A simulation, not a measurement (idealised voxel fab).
Process module name: voxel trench capacitor
FYI the section here is cut, 210 nm wide, cells are 5 nm squares.
A cross-section is a grid of square cells, given in bands from the top down. A band is one or more rows of cells. It is stipulated that each band's entry specify, in nanometres, the height of the top of the band and then that of its bottom, followed by the materials of the band in left-to-right sequence, each together with its width in nanometres. A single material marked by the word "edge to edge" is understood to fill the band from edge to edge; the word "blank" is understood to denote empty space. It should be noted that heights are counted from 0, beneath which the wafer as supplied is of one material throughout, and that the lowest band possesses no lower boundary but continues downward, as written in "0 down". Width "30->40": first value at the band's top row of cells, second value at its bottom row, equal change from row to row. Key: "nothing changed" - step with no changed cell in the cross-section. If an empty space has no open way to the top and is at least 8 cells in size, "Voids lacking openings" lists it, written width x height at distance, where distance is measured from the left edge and every value is in nm. Where a step's line continues beyond its settings, the continuation is a remark by the simulator itself on that step. The setting "overlay nm" may be written on the line of a step. When the step uses a mask, the value reports how far to the right of the planned place the mask lay, and a negative value reports that it lay to the left.
Below is the list of planned process steps:
1: RECEIVE with material Si
2: CONFORMAL_DEP with material SiN, thk nm 10
3: DIRECTIONAL_DEP with material aC, thk nm 10
4: PATTERN with tone open, mask id TRENCH, material resist, width nm 15, pitch nm 30, thk nm 30, overlay nm -15
5: DIRECTIONAL_ETCH with etch materials aC, depth nm 10
6: STRIP with etch materials resist
7: DIRECTIONAL_ETCH with etch materials SiN, depth nm 10
8: DIRECTIONAL_ETCH with etch materials Si, depth nm 30
9: STRIP with etch materials aC
10: CONFORMAL_DEP with material SiO2, thk nm 5
11: FILL_DEP with material polySi, thk nm 10
12: CMP with height nm 10
Same starting wafers, different overlay nm at step 4. Plan value belongs to the first wafer.
As-received state after step 1, first of several wafers, cross-section:
* 0 down  Si edge to edge
* Voids lacking openings: none
End-of-module cross-section, first of several wafers, after last step 12:
* 10 to 0  SiN: 50, SiO2: 5, polySi: 5, SiO2: 5, SiN: 15, SiO2: 5, polySi: 5, SiO2: 5, SiN: 15, SiO2: 5, polySi: 5, SiO2: 5, SiN: 85
* 0 to -25  Si: 50, SiO2: 5, polySi: 5, SiO2: 5, Si: 15, SiO2: 5, polySi: 5, SiO2: 5, Si: 15, SiO2: 5, polySi: 5, SiO2: 5, Si: 85
* -25 to -30  Si: 50, SiO2: 15, Si: 15, SiO2: 15, Si: 15, SiO2: 15, Si: 85
* -30 down  Si edge to edge
* Voids lacking openings: none
Cross-section, last wafer, module completion:
* 10 to 0  SiN: 80, SiO2: 5, polySi: 5, SiO2: 5, SiN: 15, SiO2: 5, polySi: 5, SiO2: 5, SiN: 15, SiO2: 5, polySi: 5, SiO2: 5, SiN: 55
* 0 to -25  Si: 80, SiO2: 5, polySi: 5, SiO2: 5, Si: 15, SiO2: 5, polySi: 5, SiO2: 5, Si: 15, SiO2: 5, polySi: 5, SiO2: 5, Si: 55
* -25 to -30  Si: 80, SiO2: 15, Si: 15, SiO2: 15, Si: 15, SiO2: 15, Si: 55
* -30 down  Si edge to edge
* Voids lacking openings: none
Table: wafers, a row each; end-of-module cell change per material since receipt, gain (+), loss (-); then closed voids:
overlay nm -15; -54 Si; +66 SiN; +51 SiO2; +21 polySi; Voids lacking openings: none
overlay nm -10; -54 Si; +66 SiN; +51 SiO2; +21 polySi; Voids lacking openings: none
overlay nm -5; -54 Si; +66 SiN; +51 SiO2; +21 polySi; Voids lacking openings: none
overlay nm 0; -54 Si; +66 SiN; +51 SiO2; +21 polySi; Voids lacking openings: none
overlay nm 5; -54 Si; +66 SiN; +51 SiO2; +21 polySi; Voids lacking openings: none
overlay nm 10; -54 Si; +66 SiN; +51 SiO2; +21 polySi; Voids lacking openings: none
overlay nm 15; -54 Si; +66 SiN; +51 SiO2; +21 polySi; Voids lacking openings: none
